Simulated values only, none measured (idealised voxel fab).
process module | voxel transistor to metal
cross-section cut | 185 nm wide | cells 5 nm
A cross-section is a grid of square cells, given in bands from the top down. A band is one or more rows of cells.
Each band's line starts with the height of the band's top and of its bottom, in nm. Then come its materials from left to right, each with its width in nm. One material with "throughout" fills the band from edge to edge. "air" is empty space.
Height 0 is the level under which the wafer as received is all one material. The lowest band goes on downwards, as in "0 down".
A width such as "30 to 40" changes by the same amount from each row of cells to the next, from the band's top row to its bottom row.
"no change" after a step means that no cell of the cross-section changed.
closed voids: empty space of 8 cells or more with no open way to the top, each as width x height at its distance from the left edge, in nm
after a step's settings: what the simulator itself notes on the step
overlay nm, on a step with a mask: how far to the right of its planned place the mask lay; to the left if negative
plan
1 op RECEIVE | material Si
2 op OXIDIZE | depth nm 5
3 op CONFORMAL_DEP | material SiN | thk nm 10
4 op PATTERN | tone cover | mask id ACTIVE | material resist | width nm 120 | thk nm 15 | overlay nm 0
5 op DIRECTIONAL_ETCH | etch materials SiN | depth nm 10
6 op DIRECTIONAL_ETCH | etch materials SiO2 | depth nm 5
7 op DIRECTIONAL_ETCH | etch materials Si | depth nm 25
8 op STRIP | etch materials resist
9 op OXIDIZE | depth nm 5
10 op FILL_DEP | material SiO2 | thk nm 15
11 op CMP | height nm 10
12 op SELECTIVE_ETCH | etch materials SiO2 | depth nm 10
13 op STRIP | etch materials SiN
14 op SELECTIVE_ETCH | etch materials SiO2 | depth nm 5
15 op OXIDIZE | depth nm 5
16 op DIRECTIONAL_DEP | material polySi | thk nm 25
17 op DIRECTIONAL_DEP | material SiCN | thk nm 15
18 op PATTERN | tone cover | mask id GATE | material resist | width nm 30 | thk nm 15 | overlay nm 0
19 op DIRECTIONAL_ETCH | etch materials SiCN | depth nm 25
20 op DIRECTIONAL_ETCH | etch materials polySi | depth nm 35
21 op STRIP | etch materials resist
22 op CONFORMAL_DEP | material SiO2 | thk nm 5
23 op DIRECTIONAL_ETCH | etch materials SiO2 | depth nm 5
24 op CONFORMAL_DEP | material SiN | thk nm 5
25 op DIRECTIONAL_ETCH | etch materials SiN | depth nm 5
26 op DIRECTIONAL_ETCH | etch materials SiO2 | depth nm 5
27 op DIRECTIONAL_ETCH | etch materials Si | depth nm 5
28 op EPI | material nSi | thk nm 10
29 op FILL_DEP | material SiO2 | thk nm 10
30 op CMP | height nm 20
31 op STRIP | etch materials polySi
32 op SELECTIVE_ETCH | etch materials SiO2 | depth nm 5
33 op CONFORMAL_DEP | material HfO2 | thk nm 5
34 op CONFORMAL_DEP | material TiN | thk nm 5
35 op FILL_DEP | material W | thk nm 5
36 op CMP | height nm 15
37 op DIRECTIONAL_DEP | material SiO2 | thk nm 10
38 op DIRECTIONAL_DEP | material aC | thk nm 15
39 op PATTERN | tone open | mask id CONTACT | material resist | width nm 20 | pitch nm 90 | thk nm 30 | overlay nm 0
40 op DIRECTIONAL_ETCH | etch materials aC | depth nm 15
41 op STRIP | etch materials resist
42 op DIRECTIONAL_ETCH | etch materials SiO2 | depth nm 30
43 op STRIP | etch materials aC
44 op CONFORMAL_DEP | material TiN | thk nm 5
45 op FILL_DEP | material Ru | thk nm 10
46 op CMP | height nm 25
47 op CONFORMAL_DEP | material SiN | thk nm 5
48 op DIRECTIONAL_DEP | material lowk | thk nm 20
49 op MASKED_ETCH | tone open | mask id METAL_1 | width nm 20 | pitch nm 90 | etch materials lowk | depth nm 20 | overlay nm 0
50 op MASKED_ETCH | tone open | mask id METAL_1 | width nm 20 | pitch nm 90 | etch materials SiN | depth nm 5 | overlay nm 0
51 op CONFORMAL_DEP | material TiN | thk nm 5
52 op FILL_DEP | material W | thk nm 10
53 op CMP | height nm 50
54 op EPI | material Ru | thk nm 5
55 op FILL_DEP | material SiCN | thk nm 5
56 op DIRECTIONAL_DEP | material lowk | thk nm 30
57 op PATTERN | tone open | mask id METAL_2_HOLES | material resist | width nm 15 | pitch nm 90 | thk nm 20 | overlay nm 0
58 op DIRECTIONAL_ETCH | etch materials lowk | depth nm 30
59 op STRIP | etch materials resist
60 op PATTERN | tone open | mask id METAL_2 | material resist | width nm 20 | pitch nm 90 | thk nm 15 | overlay nm 0
61 op DIRECTIONAL_ETCH | etch materials lowk | depth nm 20
62 op DIRECTIONAL_ETCH | etch materials SiCN | depth nm 5
63 op STRIP | etch materials resist
64 op CONFORMAL_DEP | material TiN | thk nm 5
65 op FILL_DEP | material Cu | thk nm 10
66 op CMP | height nm 90
67 op CONFORMAL_DEP | material SiN | thk nm 5
as received, after step 1
  0 down: Si throughout
  closed voids: none
a wafer at the end: this start, this plan, one mistake
  95 to 90: SiN throughout
  90 to 75: lowk 30 | TiN 5 | Cu 10 | TiN 5 | lowk 70 | TiN 5 | Cu 10 | TiN 5 | lowk 45
  75 to 70: lowk 30 | TiN 10 | Cu 5 | TiN 5 | lowk 70 | TiN 10 | Cu 5 | TiN 5 | lowk 45
  70 to 60: lowk 35 | TiN 5 | Cu 5 | TiN 5 | lowk 75 | TiN 5 | Cu 5 | TiN 5 | lowk 45
  60 to 55: SiCN 35 | TiN 15 | SiCN 75 | TiN 15 | SiCN 45
  55 to 50: SiCN 30 | Ru 30 | SiCN 60 | Ru 30 | SiCN 35
  50 to 30: lowk 35 | TiN 5 | W 10 | TiN 5 | lowk 70 | TiN 5 | W 10 | TiN 5 | lowk 40
  30 to 25: SiN 35 | TiN 20 | SiN 70 | TiN 20 | SiN 40
  25 to 15: SiO2 35 | TiN 5 | Ru 10 | TiN 5 | SiO2 70 | TiN 5 | Ru 10 | TiN 5 | SiO2 40
  15 to 0: SiO2 35 | TiN 5 | Ru 10 | TiN 5 | SiO2 10 | SiN 5 | HfO2 5 | TiN 5 | W 20 | TiN 5 | HfO2 5 | SiN 5 | SiO2 10 | TiN 5 | Ru 10 | TiN 5 | SiO2 40
  0 to -5: SiO2 35 | TiN 20 | nSi 10 | SiN 5 | HfO2 5 | TiN 30 | HfO2 5 | SiN 5 | nSi 10 | TiN 20 | SiO2 40
  -5 to -10: SiO2 30 | nSi 35 | SiO2 5 | HfO2 40 | SiO2 5 | nSi 35 | SiO2 35
  -10 to -15: SiO2 35 | nSi 30 | Si 50 | nSi 30 | SiO2 40
  -15 to -35: SiO2 35 | Si 110 | SiO2 40
  -35 down: Si throughout
  closed voids: none
what went wrong: step 60 ran as: op PATTERN | tone open | mask id METAL_2 | material resist | width nm 20 | pitch nm 90 | thk nm 15 | overlay nm -5
